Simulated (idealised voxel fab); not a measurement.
The name of this process module is voxel gate over fins.
Square cells of 5 nm make up the cross-section cut, whose width is 165 nm.
Cross-section spec: square-cell grid; bands listed top down; each band is one or more rows. The entry gives the band's vertical extent as a top height and a bottom height in nm, then its horizontal make-up as materials from left to right, each with a width in nm. "empty" stands for empty space; a single material marked "full width" fills the band edge to edge. Ref level 0: as-received wafer is one material below here. Bottom band extends down with no lower bound ("0 down"). Quick explanation for "30->40": the width changes in equal steps down the rows of cells, from the first number in the band's top row to the second number in its bottom row. When a step is marked "changes: none", none of the cells in the cross-section changed during that step. Closed-off voids of 8+ cells (no open route to the top) go in "Enclosed void list", written width x height at distance from the left edge, in nm. If you see something after the settings on a step's line, that's the simulator's own remark about that step. "overlay nm" denotes, for a step that has a mask, the displacement of the mask to the right of its planned place, with negative values corresponding to the left.

THIS SECTION LISTS THE PROCESS STEPS THAT WERE PLANNED
| 1 | RECEIVE,material Si |
| 2 | CONFORMAL_DEP,material SiN,thk nm 5 |
| 3 | PATTERN,tone cover,mask id FINS,material resist,width nm 15,pitch nm 45,thk nm 20,overlay nm 0 |
| 4 | DIRECTIONAL_ETCH,etch materials SiN,depth nm 5 |
| 5 | DIRECTIONAL_ETCH,etch materials Si,depth nm 30 |
| 6 | STRIP,etch materials resist |
| 7 | FILL_DEP,material SiO2,thk nm 15 |
| 8 | CMP,height nm 5 |
| 9 | SELECTIVE_ETCH,etch materials SiO2,depth nm 20 |
| 10 | STRIP,etch materials SiN |
| 11 | CONFORMAL_DEP,material HfO2,thk nm 5 |
| 12 | CONFORMAL_DEP,material TiN,thk nm 5 |
| 13 | CONFORMAL_DEP,material TiAl,thk nm 5 |
| 14 | CONFORMAL_DEP,material TiN,thk nm 5 |
| 15 | FILL_DEP,material W,thk nm 10 |
| 16 | CMP,height nm 25 |
| 17 | CONFORMAL_DEP,material SiCN,thk nm 10 |

CROSS-SECTION OF THE WAFER UPON ARRIVAL, REPRESENTING THE STATE REACHED AFTER STEP 1
- 0 down: Si full width
- Enclosed void list: none

THE FOLLOWING CROSS-SECTION DEPICTS THE WAFER UPON CONCLUSION OF THE MODULE. PROCESSING COMMENCED FROM THE STARTING CONDITION ILLUSTRATED ABOVE AND ADHERED TO THE PLAN ILLUSTRATED ABOVE, SAVE FOR ONE MISTAKE IN EXECUTION
- 35 to 25: SiCN full width
- 25 to 20: W full width
- 20 to 15: W: 30  HfO2: 100  W: 35
- 15 to 10: W: 30  HfO2: 5  TiAl: 90  HfO2: 5  W: 35
- 10 to 5: W: 30  HfO2: 5  TiAl: 5  TiN: 35  TiAl: 10  TiN: 35  TiAl: 5  HfO2: 5  W: 35
- 5 to 0: HfO2: 35  TiAl: 5  TiN: 5  HfO2: 25  TiN: 5  TiAl: 10  TiN: 5  HfO2: 25  TiN: 5  TiAl: 5  HfO2: 40
- 0 to -5: TiAl: 40  TiN: 5  HfO2: 5  Si: 15  HfO2: 5  TiN: 5  TiAl: 10  TiN: 5  HfO2: 5  Si: 15  HfO2: 5  TiN: 5  TiAl: 45
- -5 to -10: TiN: 45  HfO2: 5  Si: 15  HfO2: 5  TiN: 20  HfO2: 5  Si: 15  HfO2: 5  TiN: 50
- -10 to -15: HfO2: 50  Si: 15  HfO2: 30  Si: 15  HfO2: 55
- -15 to -30: SiO2: 50  Si: 15  SiO2: 30  Si: 15  SiO2: 55
- -30 down: Si full width
- Enclosed void list: none
Where did the run depart from the plan? note that step 14 departed from the planned setting and was carried out as CONFORMAL_DEP,material HfO2,thk nm 5
